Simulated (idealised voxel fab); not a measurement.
The document below concerns the process module designated voxel fin reveal.
Square cells of 5 nm make up the cross-section cut, whose width is 260 nm.
A cross-section is written here as square cells arranged in a grid, and it is given in bands from the top down, each band taking up one or more rows of cells.
Heads up on the band format: heights come first, top then bottom, in nm. After that it's the materials left to right, each with its width in nm. A single material flagged "throughout" fills the whole band edge to edge, and "empty" means there's empty space there.
For the purposes of this specification, 0 denotes the height below which the wafer in its as-received condition is composed wholly of one material, and the lowermost band, lacking a lower limit, extends downward without end, as expressed in "0 -> down".
With a width like "30 to 40", each row of cells in the band differs from the next by the same amount, the top row carrying the first number and the bottom row the second.
You'll sometimes find "everything unchanged" written for a step, and that's the way of saying that nowhere in the cross-section did a cell change during that step.
Entry "Enclosed internal cavities". Content: empty spaces with no open connection to the top, size 8 cells or greater. Each: width x height at distance. Distance: from left edge. Unit: nm.
after a step's settings: what the simulator itself notes on the step
Among the settings permitted on a step's line is "overlay nm"; applied to a step with a mask, it specifies the extent to which the mask lay to the right of its planned position, whereas a negative figure signifies a position to the left.

The planned process steps are enumerated hereunder:
- 1: RECEIVE [material Si]
- 2: CONFORMAL_DEP [material SiN] [thk nm 5]
- 3: PATTERN [tone cover] [mask id FINS] [material resist] [width nm 15] [pitch nm 40] [thk nm 20] [overlay nm 0]
- 4: DIRECTIONAL_ETCH [etch materials SiN] [depth nm 5]
- 5: DIRECTIONAL_ETCH [etch materials Si] [depth nm 30]
- 6: STRIP [etch materials resist]
- 7: OXIDIZE [depth nm 5]
- 8: FILL_DEP [material SiO2] [thk nm 15]
- 9: CMP [height nm 5]
- 10: SELECTIVE_ETCH [etch materials SiO2] [depth nm 15]
- 11: STRIP [etch materials SiN]
- 12: CONFORMAL_DEP [material HfO2] [thk nm 5]

first wafer, as planned:

Cross-section of the wafer upon arrival, representing the state reached after step 1:
	0 -> down: Si throughout
	Enclosed internal cavities: none

You're looking at a cross-section of the wafer after step 2:
	5 -> 0: SiN throughout
	Anything lower than 0 is untouched.

You're looking at a cross-section of the wafer after step 3:
	25 -> 5: empty 80, resist 15, empty 25, resist 15, empty 25, resist 15, empty 85
	Anything lower than 5 is untouched.

You're looking at a cross-section of the wafer after step 4:
	25 -> 5: empty 80, resist 15, empty 25, resist 15, empty 25, resist 15, empty 85
	5 -> 0: empty 80, SiN 15, empty 25, SiN 15, empty 25, SiN 15, empty 85
	Anything lower than 0 is untouched.

You're looking at a cross-section of the wafer after step 5:
	25 -> 5: empty 80, resist 15, empty 25, resist 15, empty 25, resist 15, empty 85
	5 -> 0: empty 80, SiN 15, empty 25, SiN 15, empty 25, SiN 15, empty 85
	0 -> -30: empty 80, Si 15, empty 25, Si 15, empty 25, Si 15, empty 85
	Anything lower than -30 is untouched.

You're looking at a cross-section of the wafer after step 6:
	5 -> 0: empty 80, SiN 15, empty 25, SiN 15, empty 25, SiN 15, empty 85
	Anything lower than 0 is untouched.

You're looking at a cross-section of the wafer after step 7:
	5 -> 0: empty 80, SiN 15, empty 25, SiN 15, empty 25, SiN 15, empty 85
	0 -> -30: empty 80, SiO2 5, Si 5, SiO2 5, empty 25, SiO2 5, Si 5, SiO2 5, empty 25, SiO2 5, Si 5, SiO2 5, empty 85
	-30 -> -35: SiO2 85, Si 5, SiO2 35, Si 5, SiO2 35, Si 5, SiO2 90
	Anything lower than -35 is untouched.

You're looking at a cross-section of the wafer after step 8:
	20 -> 5: SiO2 throughout
	5 -> 0: SiO2 80, SiN 15, SiO2 25, SiN 15, SiO2 25, SiN 15, SiO2 85
	0 -> -35: SiO2 85, Si 5, SiO2 35, Si 5, SiO2 35, Si 5, SiO2 90
	Anything lower than -35 is untouched.

You're looking at a cross-section of the wafer after step 9:
	5 -> 0: SiO2 80, SiN 15, SiO2 25, SiN 15, SiO2 25, SiN 15, SiO2 85
	Anything lower than 0 is untouched.

You're looking at a cross-section of the wafer after step 10:
	5 -> 0: empty 80, SiN 15, empty 25, SiN 15, empty 25, SiN 15, empty 85
	0 -> -10: empty 85, Si 5, empty 35, Si 5, empty 35, Si 5, empty 90
	Anything lower than -10 is untouched.

You're looking at a cross-section of the wafer after step 11:
	0 -> -10: empty 85, Si 5, empty 35, Si 5, empty 35, Si 5, empty 90
	Anything lower than -10 is untouched.

You're looking at a cross-section of the wafer after step 12:
	5 -> 0: empty 80, HfO2 15, empty 25, HfO2 15, empty 25, HfO2 15, empty 85
	0 -> -5: empty 80, HfO2 5, Si 5, HfO2 5, empty 25, HfO2 5, Si 5, HfO2 5, empty 25, HfO2 5, Si 5, HfO2 5, empty 85
	-5 -> -10: HfO2 85, Si 5, HfO2 35, Si 5, HfO2 35, Si 5, HfO2 90
	Anything lower than -10 is untouched.

It is to be noted that the second wafer proceeded from the same initial state and according to the same plan as the first, although one mistake was committed in its execution; through step 4, inclusive, the two wafers share an identical history:

Second wafer cross-section, taken as of the time the plan sets for step 5 to be done:
	25 -> 5: empty 80, resist 15, empty 25, resist 15, empty 25, resist 15, empty 85
	5 -> 0: empty 80, SiN 15, empty 25, SiN 15, empty 25, SiN 15, empty 85
	0 -> -20: empty 80, Si 15, empty 25, Si 15, empty 25, Si 15, empty 85
	Anything lower than -20 is untouched.

Second wafer cross-section, taken as of the time the plan sets for step 6 to be done:
	5 -> 0: empty 80, SiN 15, empty 25, SiN 15, empty 25, SiN 15, empty 85
	Anything lower than 0 is untouched.

Second wafer cross-section, taken as of the time the plan sets for step 7 to be done:
	5 -> 0: empty 80, SiN 15, empty 25, SiN 15, empty 25, SiN 15, empty 85
	0 -> -20: empty 80, SiO2 5, Si 5, SiO2 5, empty 25, SiO2 5, Si 5, SiO2 5, empty 25, SiO2 5, Si 5, SiO2 5, empty 85
	-20 -> -25: SiO2 85, Si 5, SiO2 35, Si 5, SiO2 35, Si 5, SiO2 90
	Anything lower than -25 is untouched.

Second wafer cross-section, taken as of the time the plan sets for step 8 to be done:
	20 -> 5: SiO2 throughout
	5 -> 0: SiO2 80, SiN 15, SiO2 25, SiN 15, SiO2 25, SiN 15, SiO2 85
	0 -> -25: SiO2 85, Si 5, SiO2 35, Si 5, SiO2 35, Si 5, SiO2 90
	Anything lower than -25 is untouched.

Second wafer cross-section, taken as of the time the plan sets for step 9 to be done:
	5 -> 0: SiO2 80, SiN 15, SiO2 25, SiN 15, SiO2 25, SiN 15, SiO2 85
	Anything lower than 0 is untouched.

Second wafer cross-section, taken as of the time the plan sets for step 10 to be done:
	5 -> 0: empty 80, SiN 15, empty 25, SiN 15, empty 25, SiN 15, empty 85
	0 -> -10: empty 85, Si 5, empty 35, Si 5, empty 35, Si 5, empty 90
	Anything lower than -10 is untouched.

Second wafer cross-section, taken as of the time the plan sets for step 11 to be done:
	0 -> -10: empty 85, Si 5, empty 35, Si 5, empty 35, Si 5, empty 90
	Anything lower than -10 is untouched.

Second wafer cross-section, taken as of the time the plan sets for step 12 to be done:
	5 -> 0: empty 80, HfO2 15, empty 25, HfO2 15, empty 25, HfO2 15, empty 85
	0 -> -5: empty 80, HfO2 5, Si 5, HfO2 5, empty 25, HfO2 5, Si 5, HfO2 5, empty 25, HfO2 5, Si 5, HfO2 5, empty 85
	-5 -> -10: HfO2 85, Si 5, HfO2 35, Si 5, HfO2 35, Si 5, HfO2 90
	Anything lower than -10 is untouched.
Short version of what went wrong: step 5 did not happen as planned, as run it was DIRECTIONAL_ETCH [etch materials Si] [depth nm 20]
Final wafer comparison in cells, second versus first, more or fewer per material: Si: 98 more; SiO2: 98 fewer
